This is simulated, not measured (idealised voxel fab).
The process module that follows is named voxel double patterning.
FYI the section here is cut, 245 nm wide, cells are 5 nm squares.
We lay out every cross-section as a grid of square cells and spell it out in bands from the top down, where one band means one or more rows of cells. Band entry format. Leading values: height of top, height of bottom, nm. Remainder: materials in left-to-right order, each with its width in nm. Special words: "full width" on a single material, which then fills the band edge to edge; "empty", empty space. Height 0 is the level under which the wafer as received is all one material. The lowest band goes on downwards, as in "z 0 and below". Width: "30->40" (first number = top row, second number = bottom row, same change from row to row of cells). The designation "no change", where it is given for a processing step, indicates that no cell of the cross-section was altered in the course of that step. The entry titled "Tabulated closed voids" provides the empty spaces that have no open way to the top, restricted to those of 8 cells or more. Each is presented as width x height at distance, the distance being measured from the left edge, with all three in nm. after a step's settings: what the simulator itself notes on the step. overlay nm: how far to the right of its planned place the mask lay on this masked step (negative: to the left).

## Here's what the planned process steps look like
1: RECEIVE with material Si
2: CONFORMAL_DEP with material SiO2, thk nm 10
3: DIRECTIONAL_DEP with material W, thk nm 20
4: DIRECTIONAL_DEP with material SiCN, thk nm 10
5: MASKED_ETCH with tone open, mask id FIRST, width nm 15, pitch nm 50, etch materials SiCN, depth nm 10, overlay nm 0
6: MASKED_ETCH with tone open, mask id SECOND, width nm 15, etch materials SiCN, depth nm 10, overlay nm 0
7: DIRECTIONAL_ETCH with etch materials W, depth nm 20
8: STRIP with etch materials SiCN

## Wafer, first of two, run as planned

## The cross-section here shows the wafer as received, i.e. in its state after step 1
* z 0 and below: Si full width
* Tabulated closed voids: none

## Sectional view: wafer, after step 2
* z 10 to 0: SiO2 full width
* Rest of section, below 0: as before.

## Sectional view: wafer, after step 3
* z 30 to 10: W full width
* Rest of section, below 10: as before.

## Sectional view: wafer, after step 4
* z 40 to 30: SiCN full width
* Rest of section, below 30: as before.

## Sectional view: wafer, after step 5
* z 40 to 30: 90 SiCN  15 empty  35 SiCN  15 empty  90 SiCN
* Rest of section, below 30: as before.

## Sectional view: wafer, after step 6
* z 40 to 30: 90 SiCN  15 empty  10 SiCN  15 empty  10 SiCN  15 empty  90 SiCN
* Rest of section, below 30: as before.

## Sectional view: wafer, after step 7
* z 40 to 30: 90 SiCN  15 empty  10 SiCN  15 empty  10 SiCN  15 empty  90 SiCN
* z 30 to 10: 90 W  15 empty  10 W  15 empty  10 W  15 empty  90 W
* Rest of section, below 10: as before.

## Sectional view: wafer, after step 8
* z 30 to 10: 90 W  15 empty  10 W  15 empty  10 W  15 empty  90 W
* Rest of section, below 10: as before.

## Here the second wafer is described. Its start and its plan were those of the first wafer. Its run contained one mistake. Up to and including step 4, it did exactly what the first wafer did

## Cross-section: second wafer, time at which step 5 was scheduled to end
* z 40 to 30: 90 empty  15 SiCN  35 empty  15 SiCN  90 empty
* Rest of section, below 30: as before.

Cross-section: second wafer, time at which step 6 was scheduled to end: no change

## Cross-section: second wafer, time at which step 7 was scheduled to end
* z 40 to 30: 90 empty  15 SiCN  35 empty  15 SiCN  90 empty
* z 30 to 10: 90 empty  15 W  35 empty  15 W  90 empty
* Rest of section, below 10: as before.

## Cross-section: second wafer, time at which step 8 was scheduled to end
* z 30 to 10: 90 empty  15 W  35 empty  15 W  90 empty
* Rest of section, below 10: as before.
What was the processing mistake? off-plan run, step 5, actual operation and settings MASKED_ETCH with tone cover, mask id FIRST, width nm 15, pitch nm 50, etch materials SiCN, depth nm 10, overlay nm 0
Final comparison by cell count, materials where the second wafer has more or fewer than the first: W: 136 fewer
